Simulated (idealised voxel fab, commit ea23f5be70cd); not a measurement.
A process module follows: voxel wiring stack.
We display cut, a cross-section 240 nm in width whose square cells are each 5 nm.
Reading order for cross-sections: top band down to bottom band. Underlying form: a grid of square cells. Band size: one or more rows of cells.
Look at the band entry: it leads with the top's height and the bottom's height in nm. Then it lists the materials left to right, with a width in nm for each. The word "throughout" on a single material says that material fills the band edge to edge. The word "empty" is empty space.
Ref level 0: as-received wafer is one material below here. Bottom band extends down with no lower bound ("0 nm and below").
Per-row width for "30->40": begins at first number (top row of band), ends at second number (bottom row), increment between rows held constant.
Step note "all unchanged" = no cross-section cell changed.
Entry "Unvented cavities". Content: empty spaces with no open connection to the top, size 8 cells or greater. Each: width x height at distance. Distance: from left edge. Unit: nm.
Heads up: the bit after the settings on a step's line is the simulator's remark on that step.
overlay nm: mask right of planned place by this much (step with mask). Neg. = left.
List of planned process steps
1 RECEIVE,material Si
2 CONFORMAL_DEP,material SiO2,thk nm 15
3 CONFORMAL_DEP,material SiCN,thk nm 5
4 DIRECTIONAL_DEP,material lowk,thk nm 20
5 PATTERN,tone open,mask id METAL_1,material resist,width nm 20,pitch nm 45,thk nm 15,overlay nm 0
6 DIRECTIONAL_ETCH,etch materials lowk,depth nm 20
7 DIRECTIONAL_ETCH,etch materials SiCN,depth nm 5
8 STRIP,etch materials resist
9 CONFORMAL_DEP,material TiN,thk nm 5
10 FILL_DEP,material Cu,thk nm 10
11 CMP,height nm 40
12 EPI,material Ru,thk nm 5
13 FILL_DEP,material SiCN,thk nm 5
14 DIRECTIONAL_DEP,material SiO2,thk nm 25
15 MASKED_ETCH,tone open,mask id METAL_2,width nm 20,pitch nm 45,etch materials SiO2,depth nm 15,overlay nm 0
16 PATTERN,tone open,mask id METAL_2_HOLES,material resist,width nm 15,pitch nm 45,thk nm 20,overlay nm 0
17 DIRECTIONAL_ETCH,etch materials SiO2,depth nm 10
18 DIRECTIONAL_ETCH,etch materials SiCN,depth nm 5
19 STRIP,etch materials resist
20 CONFORMAL_DEP,material TiN,thk nm 5
21 FILL_DEP,material Cu,thk nm 10
22 CMP,height nm 75
23 CONFORMAL_DEP,material SiCN,thk nm 5
24 DIRECTIONAL_DEP,material SiO2,thk nm 30
25 PATTERN,tone open,mask id METAL_3,material resist,width nm 20,pitch nm 45,thk nm 20,overlay nm 0
26 DIRECTIONAL_ETCH,etch materials SiO2,depth nm 20
27 STRIP,etch materials resist
28 MASKED_ETCH,tone open,mask id METAL_3_HOLES,width nm 15,pitch nm 45,etch materials SiO2,depth nm 10,overlay nm 0
29 MASKED_ETCH,tone open,mask id METAL_3_HOLES,width nm 15,pitch nm 45,etch materials SiCN,depth nm 5,overlay nm 0
30 CONFORMAL_DEP,material TiN,thk nm 5
31 FILL_DEP,material Cu,thk nm 10
32 CMP,height nm 110
33 CONFORMAL_DEP,material SiCN,thk nm 5
The cross-section here shows the wafer as received, i.e. in its state after step 1
> 0 nm and below | Si throughout
> Unvented cavities: none
What the wafer looks like in cross-section after this module, when it starts as shown above and follows the plan above but one mistake is made in running it
> 115 nm to 110 nm | SiCN throughout
> 110 nm to 95 nm | SiO2: 65 / TiN: 5 / Cu: 10 / TiN: 5 / SiO2: 25 / TiN: 5 / Cu: 10 / TiN: 5 / SiO2: 25 / TiN: 5 / Cu: 10 / TiN: 5 / SiO2: 65
> 95 nm to 90 nm | SiO2: 65 / TiN: 5 / Cu: 5 / TiN: 10 / SiO2: 25 / TiN: 5 / Cu: 5 / TiN: 10 / SiO2: 25 / TiN: 5 / Cu: 5 / TiN: 10 / SiO2: 65
> 90 nm to 80 nm | SiO2: 65 / TiN: 5 / Cu: 5 / TiN: 5 / SiO2: 30 / TiN: 5 / Cu: 5 / TiN: 5 / SiO2: 30 / TiN: 5 / Cu: 5 / TiN: 5 / SiO2: 70
> 80 nm to 75 nm | SiCN: 65 / TiN: 15 / SiCN: 30 / TiN: 15 / SiCN: 30 / TiN: 15 / SiCN: 70
> 75 nm to 65 nm | SiO2: 65 / TiN: 5 / Cu: 10 / TiN: 5 / SiO2: 25 / TiN: 5 / Cu: 10 / TiN: 5 / SiO2: 25 / TiN: 5 / Cu: 10 / TiN: 5 / SiO2: 65
> 65 nm to 55 nm | SiO2: 65 / TiN: 5 / Cu: 5 / TiN: 10->5 / SiO2: 25->30 / TiN: 5 / Cu: 5 / TiN: 10->5 / SiO2: 25->30 / TiN: 5 / Cu: 5 / TiN: 10->5 / SiO2: 65->70
> 55 nm to 50 nm | SiO2: 65 / TiN: 15 / SiO2: 30 / TiN: 15 / SiO2: 30 / TiN: 15 / SiO2: 70
> 50 nm to 45 nm | Cu throughout
> 45 nm to 40 nm | Cu: 60 / Ru: 30 / Cu: 15 / Ru: 30 / Cu: 15 / Ru: 30 / Cu: 60
> 40 nm to 20 nm | lowk: 65 / TiN: 5 / Cu: 10 / TiN: 5 / lowk: 25 / TiN: 5 / Cu: 10 / TiN: 5 / lowk: 25 / TiN: 5 / Cu: 10 / TiN: 5 / lowk: 65
> 20 nm to 15 nm | SiCN: 65 / TiN: 20 / SiCN: 25 / TiN: 20 / SiCN: 25 / TiN: 20 / SiCN: 65
> 15 nm to 0 nm | SiO2 throughout
> 0 nm and below | Si throughout
> Unvented cavities: none
Deviation from plan: step 13 ran differently from the plan; actual operation with settings: FILL_DEP,material Cu,thk nm 5
